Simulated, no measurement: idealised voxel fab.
The process module presented herein is designated voxel released beams.
Each square cell in cross-section cut measures 5 nm, and the section as a whole is 235 nm wide.
Cross-section spec: square-cell grid; bands listed top down; each band is one or more rows. The band entry comprises the height of the band's top followed by the height of its bottom, expressed in nm, and subsequently the band's materials from left to right, each stated together with its width in nm. Where a single material is marked with the word "everywhere", that material fills the band from edge to edge. The word "blank" represents empty space. Measure heights from 0. That's the level where, below it, the as-received wafer is all one material. The lowest band is bottomless and extends downward; write it as in "0 nm and below". Think of "30->40" as a width that walks from the first number to the second as you go down the band, top row to bottom row, taking equal-sized steps from row to row. "changes: none" -> step changed no cross-section cell. "Sealed internal voids" means: voids of 8 cells or more that are shut off from the top with no open way through. Written width x height at distance, distance from the left edge, in nm. Past the settings on a step's line: simulator remark, on that step. overlay nm: for a step with a mask, the amount by which the mask lay right of where it was planned; a negative amount means left of it.

# Listed below are the process steps as planned
- 1: RECEIVE [material Si]
- 2: CONFORMAL_DEP [material Al2O3] [thk nm 5]
- 3: DIRECTIONAL_DEP [material SiO2] [thk nm 20]
- 4: MASKED_ETCH [tone open] [mask id ANCHOR] [width nm 30] [etch materials SiO2] [depth nm 20] [overlay nm 0]
- 5: CONFORMAL_DEP [material W] [thk nm 10]
- 6: MASKED_ETCH [tone cover] [mask id BEAM] [width nm 100] [etch materials W] [depth nm 10] [overlay nm 0]
- 7: STRIP [etch materials SiO2]

# Wafer at receipt (post step 1), cross-section
  0 nm and below: Si everywhere
  Sealed internal voids: none

# First wafer of two, sectioned at end of module; run went per plan
  35 nm to 25 nm: blank=65, W=15, blank=10, W=75, blank=70
  25 nm to 15 nm: blank=70, W=10, blank=10, W=10, blank=135
  15 nm to 5 nm: blank=70, W=30, blank=135
  5 nm to 0 nm: Al2O3 everywhere
  0 nm and below: Si everywhere
  Sealed internal voids: none

# second wafer at the end: like start, like plan, one mistake
  35 nm to 25 nm: blank=65, W=100, blank=70
  25 nm to 20 nm: Al2O3 everywhere
  20 nm to 0 nm: SiO2 everywhere
  0 nm and below: Si everywhere
  Sealed internal voids: none
What was the processing mistake? the executed order of steps 2 and 3 is the reverse of that specified in the plan, each step having taken the other's position
Upon completion, the second wafer contains, in terms of cells, a greater or smaller amount of certain materials than the first wafer: +188 SiO2; -16 W
